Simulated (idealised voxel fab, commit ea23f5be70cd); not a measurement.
The process module presented herein is designated voxel self aligned vias.
Square cell edge 5 nm, section width 190 nm, ID cut.
In this document a cross-section is written as a grid of square cells. It is given as a series of bands, listed from the top down, and a band is one or more rows of cells. The band entry comprises the height of the band's top followed by the height of its bottom, expressed in nm, and subsequently the band's materials from left to right, each stated together with its width in nm. Where a single material is marked with the word "everywhere", that material fills the band from edge to edge. The word "air" represents empty space. Beneath 0, the wafer as received is one material, and that level is where height counting begins. The lowest band goes on downward without a bottom; it is written like "z 0 and below". The width entry "30 to 40" should be interpreted row by row: the top row of cells in the band takes the first number, the bottom row takes the second number, and the change between adjacent rows is uniform throughout. When a step is marked "nothing was modified", none of the cells in the cross-section changed during that step. What "Cavities, sealed" gives you is every empty space of 8 cells or more that is cut off from the top. Each appears as width x height at distance, with the distance taken from the left edge and width, height and distance all in nm. What comes after the settings on a step's line is commentary from the simulator itself on that step. You can add "overlay nm" to a step's line. For a step with a mask, it describes how far the mask lay to the right of its planned position, and a negative number describes a lay to the left.
### Set out below are the planned steps of the process
1) op RECEIVE | material Si
2) op CONFORMAL_DEP | material SiO2 | thk nm 10
3) op CONFORMAL_DEP | material SiCN | thk nm 5
4) op DIRECTIONAL_DEP | material SiO2 | thk nm 25
5) op PATTERN | tone open | mask id LINES | material resist | width nm 30 | pitch nm 80 | thk nm 20 | overlay nm 0
6) op DIRECTIONAL_ETCH | etch materials SiO2 | depth nm 25
7) op STRIP | etch materials resist
8) op CONFORMAL_DEP | material TiN | thk nm 5
9) op FILL_DEP | material Ru | thk nm 10
10) op CMP | height nm 40
11) op SELECTIVE_ETCH | etch materials W Ru TiN | depth nm 10
12) op FILL_DEP | material SiN | thk nm 10
13) op CMP | height nm 40
14) op DIRECTIONAL_DEP | material SiO2 | thk nm 15
15) op MASKED_ETCH | tone open | mask id VIAS | width nm 50 | pitch nm 80 | etch materials SiO2 | depth nm 15 | overlay nm 0
16) op MASKED_ETCH | tone open | mask id VIAS | width nm 50 | pitch nm 80 | etch materials SiN | depth nm 10 | overlay nm 0
17) op CONFORMAL_DEP | material TiN | thk nm 5
18) op FILL_DEP | material Cu | thk nm 10
19) op CMP | height nm 55
20) op CONFORMAL_DEP | material SiCN | thk nm 5
### Of two wafers, the first: run according to plan
### Cross-section, incoming material, after step 1
> z 0 and below  Si everywhere
> Cavities, sealed: none
### Cross-section of the wafer after step 2
> z 10 to 0  SiO2 everywhere
> Whatever lies below 0 is exactly as it was before.
### Cross-section of the wafer after step 3
> z 15 to 10  SiCN everywhere
> Whatever lies below 10 is exactly as it was before.
### Cross-section of the wafer after step 4
> z 40 to 15  SiO2 everywhere
> Whatever lies below 15 is exactly as it was before.
### Cross-section of the wafer after step 5
> z 60 to 40  resist: 40; air: 30; resist: 50; air: 30; resist: 40
> Whatever lies below 40 is exactly as it was before.
### Cross-section of the wafer after step 6
> z 60 to 40  resist: 40; air: 30; resist: 50; air: 30; resist: 40
> z 40 to 15  SiO2: 40; air: 30; SiO2: 50; air: 30; SiO2: 40
> Whatever lies below 15 is exactly as it was before.
### Cross-section of the wafer after step 7
> z 40 to 15  SiO2: 40; air: 30; SiO2: 50; air: 30; SiO2: 40
> Whatever lies below 15 is exactly as it was before.
### Cross-section of the wafer after step 8
> z 45 to 40  TiN: 45; air: 20; TiN: 60; air: 20; TiN: 45
> z 40 to 20  SiO2: 40; TiN: 5; air: 20; TiN: 5; SiO2: 50; TiN: 5; air: 20; TiN: 5; SiO2: 40
> z 20 to 15  SiO2: 40; TiN: 30; SiO2: 50; TiN: 30; SiO2: 40
> Whatever lies below 15 is exactly as it was before.
### Cross-section of the wafer after step 9
> z 55 to 45  Ru everywhere
> z 45 to 40  TiN: 45; Ru: 20; TiN: 60; Ru: 20; TiN: 45
> z 40 to 20  SiO2: 40; TiN: 5; Ru: 20; TiN: 5; SiO2: 50; TiN: 5; Ru: 20; TiN: 5; SiO2: 40
> Whatever lies below 20 is exactly as it was before.
### Cross-section of the wafer after step 10
> z 40 to 20  SiO2: 40; TiN: 5; Ru: 20; TiN: 5; SiO2: 50; TiN: 5; Ru: 20; TiN: 5; SiO2: 40
> Whatever lies below 20 is exactly as it was before.
### Cross-section of the wafer after step 11
> z 40 to 30  SiO2: 40; air: 30; SiO2: 50; air: 30; SiO2: 40
> Whatever lies below 30 is exactly as it was before.
### Cross-section of the wafer after step 12
> z 50 to 40  SiN everywhere
> z 40 to 30  SiO2: 40; SiN: 30; SiO2: 50; SiN: 30; SiO2: 40
> Whatever lies below 30 is exactly as it was before.
### Cross-section of the wafer after step 13
> z 40 to 30  SiO2: 40; SiN: 30; SiO2: 50; SiN: 30; SiO2: 40
> Whatever lies below 30 is exactly as it was before.
### Cross-section of the wafer after step 14
> z 55 to 40  SiO2 everywhere
> Whatever lies below 40 is exactly as it was before.
### Cross-section of the wafer after step 15
> z 55 to 40  SiO2: 30; air: 50; SiO2: 30; air: 50; SiO2: 30
> Whatever lies below 40 is exactly as it was before.
### Cross-section of the wafer after step 16
> z 55 to 40  SiO2: 30; air: 50; SiO2: 30; air: 50; SiO2: 30
> z 40 to 30  SiO2: 40; air: 30; SiO2: 50; air: 30; SiO2: 40
> Whatever lies below 30 is exactly as it was before.
### Cross-section of the wafer after step 17
> z 60 to 55  TiN: 35; air: 40; TiN: 40; air: 40; TiN: 35
> z 55 to 45  SiO2: 30; TiN: 5; air: 40; TiN: 5; SiO2: 30; TiN: 5; air: 40; TiN: 5; SiO2: 30
> z 45 to 35  SiO2: 30 to 40; TiN: 15 to 5; air: 20; TiN: 15 to 5; SiO2: 30 to 50; TiN: 15 to 5; air: 20; TiN: 15 to 5; SiO2: 30 to 40
> z 35 to 30  SiO2: 40; TiN: 30; SiO2: 50; TiN: 30; SiO2: 40
> Whatever lies below 30 is exactly as it was before.
### Cross-section of the wafer after step 18
> z 70 to 60  Cu everywhere
> z 60 to 55  TiN: 35; Cu: 40; TiN: 40; Cu: 40; TiN: 35
> z 55 to 45  SiO2: 30; TiN: 5; Cu: 40; TiN: 5; SiO2: 30; TiN: 5; Cu: 40; TiN: 5; SiO2: 30
> z 45 to 35  SiO2: 30 to 40; TiN: 15 to 5; Cu: 20; TiN: 15 to 5; SiO2: 30 to 50; TiN: 15 to 5; Cu: 20; TiN: 15 to 5; SiO2: 30 to 40
> Whatever lies below 35 is exactly as it was before.
### Cross-section of the wafer after step 19
> z 55 to 45  SiO2: 30; TiN: 5; Cu: 40; TiN: 5; SiO2: 30; TiN: 5; Cu: 40; TiN: 5; SiO2: 30
> Whatever lies below 45 is exactly as it was before.
### Cross-section of the wafer after step 20
> z 60 to 55  SiCN everywhere
> Whatever lies below 55 is exactly as it was before.
### The second wafer was prepared from the same starting point and under the same plan as the first; its processing contained one mistake, and it remains indistinguishable from the first wafer up to and including step 14
### when step 15 should have ended
> z 55 to 40  SiO2: 30; air: 50; SiO2: 30; air: 50; SiO2: 30
> z 40 to 30  SiO2: 30; air: 10; SiN: 30; air: 10; SiO2: 30; air: 10; SiN: 30; air: 10; SiO2: 30
> z 30 to 25  SiO2: 30; air: 10; TiN: 5; Ru: 20; TiN: 5; air: 10; SiO2: 30; air: 10; TiN: 5; Ru: 20; TiN: 5; air: 10; SiO2: 30
> Whatever lies below 25 is exactly as it was before.
### when step 16 should have ended
> z 55 to 30  SiO2: 30; air: 50; SiO2: 30; air: 50; SiO2: 30
> Whatever lies below 30 is exactly as it was before.
### when step 17 should have ended
> z 60 to 55  TiN: 35; air: 40; TiN: 40; air: 40; TiN: 35
> z 55 to 35  SiO2: 30; TiN: 5; air: 40; TiN: 5; SiO2: 30; TiN: 5; air: 40; TiN: 5; SiO2: 30
> z 35 to 30  SiO2: 30; TiN: 50; SiO2: 30; TiN: 50; SiO2: 30
> z 30 to 20  SiO2: 30 to 40; TiN: 15 to 5; Ru: 20; TiN: 15 to 5; SiO2: 30 to 50; TiN: 15 to 5; Ru: 20; TiN: 15 to 5; SiO2: 30 to 40
> Whatever lies below 20 is exactly as it was before.
### when step 18 should have ended
> z 70 to 60  Cu everywhere
> z 60 to 55  TiN: 35; Cu: 40; TiN: 40; Cu: 40; TiN: 35
> z 55 to 35  SiO2: 30; TiN: 5; Cu: 40; TiN: 5; SiO2: 30; TiN: 5; Cu: 40; TiN: 5; SiO2: 30
> Whatever lies below 35 is exactly as it was before.
### when step 19 should have ended
> z 55 to 35  SiO2: 30; TiN: 5; Cu: 40; TiN: 5; SiO2: 30; TiN: 5; Cu: 40; TiN: 5; SiO2: 30
> Whatever lies below 35 is exactly as it was before.
### when step 20 should have ended
> z 60 to 55  SiCN everywhere
> Whatever lies below 55 is exactly as it was before.
what went wrong: regarding the plan, step 15 was run twice
The second wafer ends with more or fewer cells of some materials than the first, per final count: Cu +16, SiO2 -24, TiN +8
